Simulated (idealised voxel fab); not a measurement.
process module | voxel self aligned contacts
cross-section cut | 200 nm wide | cells 5 nm
A cross-section is a grid of square cells, given in bands from the top down. A band is one or more rows of cells.
Each band's line starts with the height of the band's top and of its bottom, in nm. Then come its materials from left to right, each with its width in nm. One material with "throughout" fills the band from edge to edge. "air" is empty space.
Height 0 is the level under which the wafer as received is all one material. The lowest band goes on downwards, as in "0 down".
A width such as "30 to 40" changes by the same amount from each row of cells to the next, from the band's top row to its bottom row.
"no change" after a step means that no cell of the cross-section changed.
closed voids: empty space of 8 cells or more with no open way to the top, each as width x height at its distance from the left edge, in nm
after a step's settings: what the simulator itself notes on the step
overlay nm, on a step with a mask: how far to the right of its planned place the mask lay; to the left if negative
plan
1 op RECEIVE | material Si
2 op OXIDIZE | depth nm 5
3 op DIRECTIONAL_DEP | material polySi | thk nm 30
4 op DIRECTIONAL_DEP | material SiN | thk nm 20
5 op DIRECTIONAL_DEP | material aC | thk nm 15
6 op PATTERN | tone cover | mask id GATE | material resist | width nm 25 | pitch nm 60 | thk nm 35 | overlay nm 0
7 op DIRECTIONAL_ETCH | etch materials aC | depth nm 15
8 op STRIP | etch materials resist
9 op DIRECTIONAL_ETCH | etch materials SiN | depth nm 20
10 op DIRECTIONAL_ETCH | etch materials polySi | depth nm 30
11 op STRIP | etch materials aC
12 op CONFORMAL_DEP | material SiN | thk nm 10
13 op DIRECTIONAL_ETCH | etch materials SiN | depth nm 10
14 op FILL_DEP | material SiO2 | thk nm 20
15 op CMP | height nm 60
16 op PATTERN | tone open | mask id CONTACT | material resist | width nm 45 | pitch nm 60 | thk nm 15 | overlay nm 0
17 op DIRECTIONAL_ETCH | etch materials SiO2 | depth nm 65
18 op STRIP | etch materials resist
19 op CONFORMAL_DEP | material TiN | thk nm 5
20 op FILL_DEP | material Ru | thk nm 10
21 op CMP | height nm 60
22 op CONFORMAL_DEP | material SiCN | thk nm 5
as received, after step 1
  0 down: Si throughout
  closed voids: none
first wafer at the end, as planned
  65 to 60: SiCN throughout
  60 to 50: SiO2 45 | TiN 5 to 20 | Ru 35 to 5 | TiN 5 to 20 | SiO2 15 | TiN 5 to 20 | Ru 35 to 5 | TiN 5 to 20 | SiO2 50
  50 to 30: SiO2 15 | SiN 45 | TiN 5 | Ru 5 | TiN 5 | SiN 45 | TiN 5 | Ru 5 | TiN 5 | SiN 45 | SiO2 20
  30 to 0: SiO2 15 | SiN 10 | polySi 25 | SiN 10 | TiN 5 | Ru 5 | TiN 5 | SiN 10 | polySi 25 | SiN 10 | TiN 5 | Ru 5 | TiN 5 | SiN 10 | polySi 25 | SiN 10 | SiO2 20
  0 to -5: SiO2 60 | TiN 15 | SiO2 45 | TiN 15 | SiO2 65
  -5 down: Si throughout
  closed voids: none
second wafer at the end: like start, like plan, one mistake
  65 to 60: SiCN throughout
  60 to 50: SiO2 45 | TiN 5 to 20 | Ru 35 to 5 | TiN 5 to 20 | SiO2 15 | TiN 5 to 20 | Ru 35 to 5 | TiN 5 to 20 | SiO2 50
  50 to 30: SiO2 15 | SiN 45 | TiN 5 | Ru 5 | TiN 5 | SiN 45 | TiN 5 | Ru 5 | TiN 5 | SiN 45 | SiO2 20
  30 to 25: SiO2 60 | TiN 15 | SiO2 45 | TiN 15 | SiO2 65
  25 to 0: polySi throughout
  0 down: Si throughout
  closed voids: none
what went wrong: steps 2 and 3 were swapped
at the end the second wafer has, in cells: 12 fewer of Ru | 40 more of Si | 72 fewer of SiN | 42 fewer of SiO2 | 24 fewer of TiN | 110 more of polySi
